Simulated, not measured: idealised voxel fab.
process module | voxel released beams
cross-section cut | 295 nm wide | cells 5 nm
A cross-section is a grid of square cells, given in bands from the top down. A band is one or more rows of cells.
Each band's line starts with the height of the band's top and of its bottom, in nm. Then come its materials from left to right, each with its width in nm. One material with "throughout" fills the band from edge to edge. "air" is empty space.
Height 0 is the level under which the wafer as received is all one material. The lowest band goes on downwards, as in "0 down".
A width such as "30 to 40" changes by the same amount from each row of cells to the next, from the band's top row to its bottom row.
"no change" after a step means that no cell of the cross-section changed.
closed voids: empty space of 8 cells or more with no open way to the top, each as width x height at its distance from the left edge, in nm
after a step's settings: what the simulator itself notes on the step
overlay nm, on a step with a mask: how far to the right of its planned place the mask lay; to the left if negative
plan
1 op RECEIVE | material Si
2 op CONFORMAL_DEP | material Al2O3 | thk nm 10
3 op DIRECTIONAL_DEP | material SiO2 | thk nm 15
4 op PATTERN | tone open | mask id ANCHOR | material resist | width nm 35 | thk nm 20 | overlay nm 0
5 op DIRECTIONAL_ETCH | etch materials SiO2 | depth nm 15
6 op STRIP | etch materials resist
7 op CONFORMAL_DEP | material SiN | thk nm 15
8 op DIRECTIONAL_DEP | material aC | thk nm 15
9 op PATTERN | tone cover | mask id BEAM | material resist | width nm 115 | thk nm 30 | overlay nm 0
10 op DIRECTIONAL_ETCH | etch materials aC | depth nm 15
11 op STRIP | etch materials resist
12 op DIRECTIONAL_ETCH | etch materials SiN | depth nm 15
13 op STRIP | etch materials aC
14 op STRIP | etch materials SiO2
as received, after step 1
  0 down: Si throughout
  closed voids: none
first wafer at the end, as planned
  40 to 25: air 85 | SiN 20 | air 5 | SiN 90 | air 95
  25 to 10: air 90 | SiN 35 | air 170
  10 to 0: Al2O3 throughout
  0 down: Si throughout
  closed voids: none
second wafer at the end: like start, like plan, one mistake
  40 to 25: air 85 | SiN 15 | air 15 | SiN 85 | air 95
  25 to 10: air 85 | SiN 45 | air 165
  10 to 0: Al2O3 throughout
  0 down: Si throughout
  closed voids: none
what went wrong: step 4 ran as: op PATTERN | tone open | mask id ANCHOR | material resist | width nm 45 | thk nm 20 | overlay nm 0
at the end the second wafer has, in cells: as many of each material as the first, in other places
